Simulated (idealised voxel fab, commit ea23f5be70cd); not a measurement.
process module | voxel air gaps
cross-section cut | 195 nm wide | cells 5 nm
A cross-section is a grid of square cells, given in bands from the top down. A band is one or more rows of cells.
Each band's line starts with the height of the band's top and of its bottom, in nm. Then come its materials from left to right, each with its width in nm. One material with "throughout" fills the band from edge to edge. "air" is empty space.
Height 0 is the level under which the wafer as received is all one material. The lowest band goes on downwards, as in "0 down".
A width such as "30 to 40" changes by the same amount from each row of cells to the next, from the band's top row to its bottom row.
"no change" after a step means that no cell of the cross-section changed.
closed voids: empty space of 8 cells or more with no open way to the top, each as width x height at its distance from the left edge, in nm
after a step's settings: what the simulator itself notes on the step
overlay nm, on a step with a mask: how far to the right of its planned place the mask lay; to the left if negative
plan
1 op RECEIVE | material Si
2 op CONFORMAL_DEP | material SiO2 | thk nm 15
3 op CONFORMAL_DEP | material SiN | thk nm 5
4 op DIRECTIONAL_DEP | material SiO2 | thk nm 40
5 op DIRECTIONAL_DEP | material aC | thk nm 15
6 op PATTERN | tone open | mask id LINES | material resist | width nm 15 | pitch nm 45 | thk nm 35 | overlay nm 0
7 op DIRECTIONAL_ETCH | etch materials aC | depth nm 15
8 op STRIP | etch materials resist
9 op DIRECTIONAL_ETCH | etch materials SiO2 | depth nm 40
10 op STRIP | etch materials aC
11 op CONFORMAL_DEP | material TiN | thk nm 5
12 op FILL_DEP | material W | thk nm 5
13 op CMP | height nm 60
14 op EPI | material Ru | thk nm 10
15 op SELECTIVE_ETCH | etch materials SiO2 | depth nm 50
16 op CONFORMAL_DEP | material SiN | thk nm 5
varied across the wafers: thk nm of step 3. The plan shows the first wafer's value. All wafers start alike
first wafer as received, after step 1
  0 down: Si throughout
  closed voids: none
each wafer at the end: cells of each material gained (+) or lost (-) since it was received, then its closed voids
thk nm 5 | +42 Ru | +162 SiN | +117 SiO2 | +51 TiN | +21 W | closed voids: 20 x 30 at 65; 20 x 30 at 110
thk nm 10 | +42 Ru | +195 SiN | +117 SiO2 | +45 TiN | +18 W | closed voids: 20 x 25 at 65; 20 x 25 at 110
thk nm 15 | +42 Ru | +228 SiN | +117 SiO2 | +39 TiN | +15 W | closed voids: 20 x 20 at 65; 20 x 20 at 110
thk nm 20 | +42 Ru | +261 SiN | +117 SiO2 | +33 TiN | +12 W | closed voids: 20 x 15 at 65; 20 x 15 at 110
